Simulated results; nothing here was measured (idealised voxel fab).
process module | voxel spacer lines
cross-section cut | 200 nm wide | cells 5 nm
A cross-section is a grid of square cells, given in bands from the top down. A band is one or more rows of cells.
Each band's line starts with the height of the band's top and of its bottom, in nm. Then come its materials from left to right, each with its width in nm. One material with "throughout" fills the band from edge to edge. "air" is empty space.
Height 0 is the level under which the wafer as received is all one material. The lowest band goes on downwards, as in "0 down".
A width such as "30 to 40" changes by the same amount from each row of cells to the next, from the band's top row to its bottom row.
"no change" after a step means that no cell of the cross-section changed.
closed voids: empty space of 8 cells or more with no open way to the top, each as width x height at its distance from the left edge, in nm
after a step's settings: what the simulator itself notes on the step
overlay nm, on a step with a mask: how far to the right of its planned place the mask lay; to the left if negative
plan
1 op RECEIVE | material Si
2 op CONFORMAL_DEP | material Al2O3 | thk nm 10
3 op DIRECTIONAL_DEP | material W | thk nm 20
4 op DIRECTIONAL_DEP | material aC | thk nm 20
5 op PATTERN | tone cover | mask id MANDREL | material resist | width nm 20 | pitch nm 60 | thk nm 25 | overlay nm 0
6 op DIRECTIONAL_ETCH | etch materials aC | depth nm 20
7 op STRIP | etch materials resist
8 op CONFORMAL_DEP | material SiN | thk nm 10
9 op DIRECTIONAL_ETCH | etch materials SiN | depth nm 10
10 op STRIP | etch materials aC
11 op DIRECTIONAL_ETCH | etch materials W | depth nm 20
12 op STRIP | etch materials SiN
as received, after step 1
  0 down: Si throughout
  closed voids: none
a wafer at the end: this start, this plan, one mistake
  50 to 30: air 30 | aC 20 | air 40 | aC 20 | air 40 | aC 20 | air 30
  30 to 10: air 30 | W 20 | air 40 | W 20 | air 40 | W 20 | air 30
  10 to 0: Al2O3 throughout
  0 down: Si throughout
  closed voids: none
what went wrong: step 10 ran as: op STRIP | etch materials SiN
